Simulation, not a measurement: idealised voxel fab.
process module | voxel self aligned contacts
cross-section cut | 275 nm wide | cells 5 nm
A cross-section is a grid of square cells, given in bands from the top down. A band is one or more rows of cells.
Each band's line starts with the height of the band's top and of its bottom, in nm. Then come its materials from left to right, each with its width in nm. One material with "throughout" fills the band from edge to edge. "air" is empty space.
Height 0 is the level under which the wafer as received is all one material. The lowest band goes on downwards, as in "0 down".
A width such as "30 to 40" changes by the same amount from each row of cells to the next, from the band's top row to its bottom row.
"no change" after a step means that no cell of the cross-section changed.
closed voids: empty space of 8 cells or more with no open way to the top, each as width x height at its distance from the left edge, in nm
after a step's settings: what the simulator itself notes on the step
overlay nm, on a step with a mask: how far to the right of its planned place the mask lay; to the left if negative
plan
1 op RECEIVE | material Si
2 op OXIDIZE | depth nm 5
3 op DIRECTIONAL_DEP | material polySi | thk nm 25
4 op DIRECTIONAL_DEP | material SiN | thk nm 25
5 op DIRECTIONAL_DEP | material aC | thk nm 15
6 op PATTERN | tone cover | mask id GATE | material resist | width nm 35 | pitch nm 80 | thk nm 30 | overlay nm 0
7 op DIRECTIONAL_ETCH | etch materials aC | depth nm 15
8 op STRIP | etch materials resist
9 op DIRECTIONAL_ETCH | etch materials SiN | depth nm 25
10 op DIRECTIONAL_ETCH | etch materials polySi | depth nm 25
11 op STRIP | etch materials aC
12 op CONFORMAL_DEP | material SiN | thk nm 10
13 op DIRECTIONAL_ETCH | etch materials SiN | depth nm 10
14 op FILL_DEP | material SiO2 | thk nm 20
15 op CMP | height nm 60
16 op DIRECTIONAL_DEP | material aC | thk nm 10
17 op PATTERN | tone open | mask id CONTACT | material resist | width nm 55 | pitch nm 80 | thk nm 25 | overlay nm 0
18 op DIRECTIONAL_ETCH | etch materials aC | depth nm 10
19 op STRIP | etch materials resist
20 op DIRECTIONAL_ETCH | etch materials SiO2 | depth nm 65
21 op STRIP | etch materials aC
22 op CONFORMAL_DEP | material TiN | thk nm 5
23 op FILL_DEP | material Ru | thk nm 10
24 op CMP | height nm 60
25 op CONFORMAL_DEP | material SiCN | thk nm 5
as received, after step 1
  0 down: Si throughout
  closed voids: none
first wafer at the end, as planned
  65 to 60: SiCN throughout
  60 to 50: SiO2 70 | TiN 5 to 20 | Ru 45 to 15 | TiN 5 to 20 | SiO2 25 | TiN 5 to 20 | Ru 45 to 15 | TiN 5 to 20 | SiO2 70
  50 to 25: SiO2 30 | SiN 55 | TiN 5 | Ru 15 | TiN 5 | SiN 55 | TiN 5 | Ru 15 | TiN 5 | SiN 55 | SiO2 30
  25 to 0: SiO2 30 | SiN 10 | polySi 35 | SiN 10 | TiN 5 | Ru 15 | TiN 5 | SiN 10 | polySi 35 | SiN 10 | TiN 5 | Ru 15 | TiN 5 | SiN 10 | polySi 35 | SiN 10 | SiO2 30
  0 to -5: SiO2 85 | TiN 25 | SiO2 55 | TiN 25 | SiO2 85
  -5 down: Si throughout
  closed voids: none
second wafer at the end: like start, like plan, one mistake
  65 to 60: SiCN throughout
  60 to 50: SiO2 70 | TiN 5 to 20 | Ru 45 to 15 | TiN 5 to 20 | SiO2 25 | TiN 5 to 20 | Ru 45 to 15 | TiN 5 to 20 | SiO2 70
  50 to 25: SiO2 30 | SiN 55 | TiN 5 | Ru 15 | TiN 5 | SiN 55 | TiN 5 | Ru 15 | TiN 5 | SiN 55 | SiO2 30
  25 to 5: SiO2 30 | SiN 10 | polySi 35 | SiN 10 | TiN 5 | Ru 15 | TiN 5 | SiN 10 | polySi 35 | SiN 10 | TiN 5 | Ru 15 | TiN 5 | SiN 10 | polySi 35 | SiN 10 | SiO2 30
  5 to 0: SiO2 30 | SiN 10 | polySi 35 | SiN 10 | TiN 25 | SiN 10 | polySi 35 | SiN 10 | TiN 25 | SiN 10 | polySi 35 | SiN 10 | SiO2 30
  0 down: Si throughout
  closed voids: none
what went wrong: step 2 was left out
at the end the second wafer has, in cells: 6 fewer of Ru | 55 more of Si | 45 fewer of SiO2 | 4 fewer of TiN
